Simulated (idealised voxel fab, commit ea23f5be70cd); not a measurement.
process module | voxel tone inversion
cross-section cut | 255 nm wide | cells 5 nm
A cross-section is a grid of square cells, given in bands from the top down. A band is one or more rows of cells.
Each band's line starts with the height of the band's top and of its bottom, in nm. Then come its materials from left to right, each with its width in nm. One material with "throughout" fills the band from edge to edge. "air" is empty space.
Height 0 is the level under which the wafer as received is all one material. The lowest band goes on downwards, as in "0 down".
A width such as "30 to 40" changes by the same amount from each row of cells to the next, from the band's top row to its bottom row.
"no change" after a step means that no cell of the cross-section changed.
closed voids: empty space of 8 cells or more with no open way to the top, each as width x height at its distance from the left edge, in nm
after a step's settings: what the simulator itself notes on the step
overlay nm, on a step with a mask: how far to the right of its planned place the mask lay; to the left if negative
plan
1 op RECEIVE | material Si
2 op CONFORMAL_DEP | material SiN | thk nm 5
3 op DIRECTIONAL_DEP | material aC | thk nm 20
4 op PATTERN | tone cover | mask id POSTS | material resist | width nm 20 | pitch nm 35 | thk nm 30 | overlay nm 0
5 op DIRECTIONAL_ETCH | etch materials aC | depth nm 20
6 op STRIP | etch materials resist
7 op FILL_DEP | material SiO2 | thk nm 5
8 op CMP | height nm 25
9 op STRIP | etch materials aC
10 op CONFORMAL_DEP | material TiN | thk nm 5
11 op FILL_DEP | material W | thk nm 5
12 op CMP | height nm 25
13 op CONFORMAL_DEP | material SiN | thk nm 5
first wafer, as planned
as received, after step 1
  0 down: Si throughout
  closed voids: none
after step 2
  5 to 0: SiN throughout
  below 0: unchanged
after step 3
  25 to 5: aC throughout
  below 5: unchanged
after step 4
  55 to 25: air 80 | resist 20 | air 15 | resist 20 | air 15 | resist 20 | air 85
  below 25: unchanged
after step 5
  35 to 25: air 80 | resist 20 | air 15 | resist 20 | air 15 | resist 20 | air 85
  25 to 5: air 80 | aC 20 | air 15 | aC 20 | air 15 | aC 20 | air 85
  below 5: unchanged
after step 6
  25 to 5: air 80 | aC 20 | air 15 | aC 20 | air 15 | aC 20 | air 85
  below 5: unchanged
after step 7
  30 to 25: SiO2 throughout
  25 to 5: SiO2 80 | aC 20 | SiO2 15 | aC 20 | SiO2 15 | aC 20 | SiO2 85
  below 5: unchanged
after step 8
  25 to 5: SiO2 80 | aC 20 | SiO2 15 | aC 20 | SiO2 15 | aC 20 | SiO2 85
  below 5: unchanged
after step 9
  25 to 5: SiO2 80 | air 20 | SiO2 15 | air 20 | SiO2 15 | air 20 | SiO2 85
  below 5: unchanged
after step 10
  30 to 25: TiN 85 | air 10 | TiN 25 | air 10 | TiN 25 | air 10 | TiN 90
  25 to 10: SiO2 80 | TiN 5 | air 10 | TiN 5 | SiO2 15 | TiN 5 | air 10 | TiN 5 | SiO2 15 | TiN 5 | air 10 | TiN 5 | SiO2 85
  10 to 5: SiO2 80 | TiN 20 | SiO2 15 | TiN 20 | SiO2 15 | TiN 20 | SiO2 85
  below 5: unchanged
after step 11
  35 to 30: W throughout
  30 to 25: TiN 85 | W 10 | TiN 25 | W 10 | TiN 25 | W 10 | TiN 90
  25 to 10: SiO2 80 | TiN 5 | W 10 | TiN 5 | SiO2 15 | TiN 5 | W 10 | TiN 5 | SiO2 15 | TiN 5 | W 10 | TiN 5 | SiO2 85
  below 10: unchanged
after step 12
  25 to 10: SiO2 80 | TiN 5 | W 10 | TiN 5 | SiO2 15 | TiN 5 | W 10 | TiN 5 | SiO2 15 | TiN 5 | W 10 | TiN 5 | SiO2 85
  below 10: unchanged
after step 13
  30 to 25: SiN throughout
  below 25: unchanged
second wafer: like start, like plan, one mistake. Through step 3 it matches the first wafer
when step 4 should have ended
  55 to 25: air 75 | resist 20 | air 15 | resist 20 | air 15 | resist 20 | air 90
  below 25: unchanged
when step 5 should have ended
  35 to 25: air 75 | resist 20 | air 15 | resist 20 | air 15 | resist 20 | air 90
  25 to 5: air 75 | aC 20 | air 15 | aC 20 | air 15 | aC 20 | air 90
  below 5: unchanged
when step 6 should have ended
  25 to 5: air 75 | aC 20 | air 15 | aC 20 | air 15 | aC 20 | air 90
  below 5: unchanged
when step 7 should have ended
  30 to 25: SiO2 throughout
  25 to 5: SiO2 75 | aC 20 | SiO2 15 | aC 20 | SiO2 15 | aC 20 | SiO2 90
  below 5: unchanged
when step 8 should have ended
  25 to 5: SiO2 75 | aC 20 | SiO2 15 | aC 20 | SiO2 15 | aC 20 | SiO2 90
  below 5: unchanged
when step 9 should have ended
  25 to 5: SiO2 75 | air 20 | SiO2 15 | air 20 | SiO2 15 | air 20 | SiO2 90
  below 5: unchanged
when step 10 should have ended
  30 to 25: TiN 80 | air 10 | TiN 25 | air 10 | TiN 25 | air 10 | TiN 95
  25 to 10: SiO2 75 | TiN 5 | air 10 | TiN 5 | SiO2 15 | TiN 5 | air 10 | TiN 5 | SiO2 15 | TiN 5 | air 10 | TiN 5 | SiO2 90
  10 to 5: SiO2 75 | TiN 20 | SiO2 15 | TiN 20 | SiO2 15 | TiN 20 | SiO2 90
  below 5: unchanged
when step 11 should have ended
  35 to 30: W throughout
  30 to 25: TiN 80 | W 10 | TiN 25 | W 10 | TiN 25 | W 10 | TiN 95
  25 to 10: SiO2 75 | TiN 5 | W 10 | TiN 5 | SiO2 15 | TiN 5 | W 10 | TiN 5 | SiO2 15 | TiN 5 | W 10 | TiN 5 | SiO2 90
  below 10: unchanged
when step 12 should have ended
  25 to 10: SiO2 75 | TiN 5 | W 10 | TiN 5 | SiO2 15 | TiN 5 | W 10 | TiN 5 | SiO2 15 | TiN 5 | W 10 | TiN 5 | SiO2 90
  below 10: unchanged
when step 13 should have ended
  30 to 25: SiN throughout
  below 25: unchanged
what went wrong: step 4 ran as: op PATTERN | tone cover | mask id POSTS | material resist | width nm 20 | pitch nm 35 | thk nm 30 | overlay nm -5
at the end the second wafer has, in cells: as many of each material as the first, in other places
